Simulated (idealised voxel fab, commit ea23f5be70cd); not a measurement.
Process module name: voxel self aligned contacts
The width of the displayed cross-section, cut, is 250 nm; its cells are square, with a size of 5 nm.
This document writes a cross-section as a grid whose cells are square, and gives it as bands, listed from the top down; one or more rows of cells form a band.
Within each band entry, the heights of the top and of the bottom of the band appear first, in that order and in nm; the materials of the band then follow from left to right, each with its corresponding width in nm. The designation "full width" on a single material indicates that it fills the band from edge to edge; the designation "empty" indicates empty space.
Measure heights from 0. That's the level where, below it, the as-received wafer is all one material. The lowest band is bottomless and extends downward; write it as in "0 and below".
The expression "30->40" gives the width at the extremes of the band, the first number at its top row of cells and the second at its bottom row, with the width changing by equal amounts from each row to the next in between.
A step reported as "no change occurred" is a step in which no cell of the cross-section changed.
"Entrapped voids" means: voids of 8 cells or more that are shut off from the top with no open way through. Written width x height at distance, distance from the left edge, in nm.
Note: text after step settings on the step line = simulator remark on that step.
When a step includes a mask, the "overlay nm" setting on its line states how far to the right of its planned place that mask lay, and negative values state how far to the left.
These are the steps we planned for the process:
- 1: RECEIVE,material Si
- 2: OXIDIZE,depth nm 5
- 3: DIRECTIONAL_DEP,material polySi,thk nm 25
- 4: DIRECTIONAL_DEP,material SiN,thk nm 15
- 5: PATTERN,tone cover,mask id GATE,material resist,width nm 35,pitch nm 60,thk nm 20,overlay nm 0
- 6: DIRECTIONAL_ETCH,etch materials SiN,depth nm 15
- 7: DIRECTIONAL_ETCH,etch materials polySi,depth nm 25
- 8: STRIP,etch materials resist
- 9: CONFORMAL_DEP,material SiN,thk nm 5
- 10: DIRECTIONAL_ETCH,etch materials SiN,depth nm 5
- 11: FILL_DEP,material SiO2,thk nm 20
- 12: CMP,height nm 50
- 13: DIRECTIONAL_DEP,material aC,thk nm 10
- 14: PATTERN,tone open,mask id CONTACT,material resist,width nm 45,thk nm 30,overlay nm 0
- 15: DIRECTIONAL_ETCH,etch materials aC,depth nm 10
- 16: STRIP,etch materials resist
- 17: DIRECTIONAL_ETCH,etch materials SiO2,depth nm 55
- 18: STRIP,etch materials aC
- 19: CONFORMAL_DEP,material TiN,thk nm 5
- 20: FILL_DEP,material W,thk nm 5
- 21: CMP,height nm 50
- 22: CONFORMAL_DEP,material SiN,thk nm 5
Wafer cross-section on receipt, i.e. after step 1:
    0 and below = Si full width
    Entrapped voids: none
The plan above was carried out on the starting structure above with one mistake, and this cross-section shows the wafer at the end of the module:
    55 down to 50 = SiN full width
    50 down to 30 = SiO2=70, then SiN=5, then polySi=35, then SiN=5, then TiN=5, then W=5, then TiN=5, then SiN=5, then polySi=35, then SiN=5, then SiO2=75
    30 down to 25 = SiO2=70, then SiN=5, then polySi=35, then SiN=5, then TiN=15, then SiN=5, then polySi=35, then SiN=5, then SiO2=75
    25 down to 0 = polySi full width
    0 down to -5 = SiO2 full width
    -5 and below = Si full width
    Entrapped voids: none
Where did the run depart from the plan? regarding the plan, step 3 was run twice
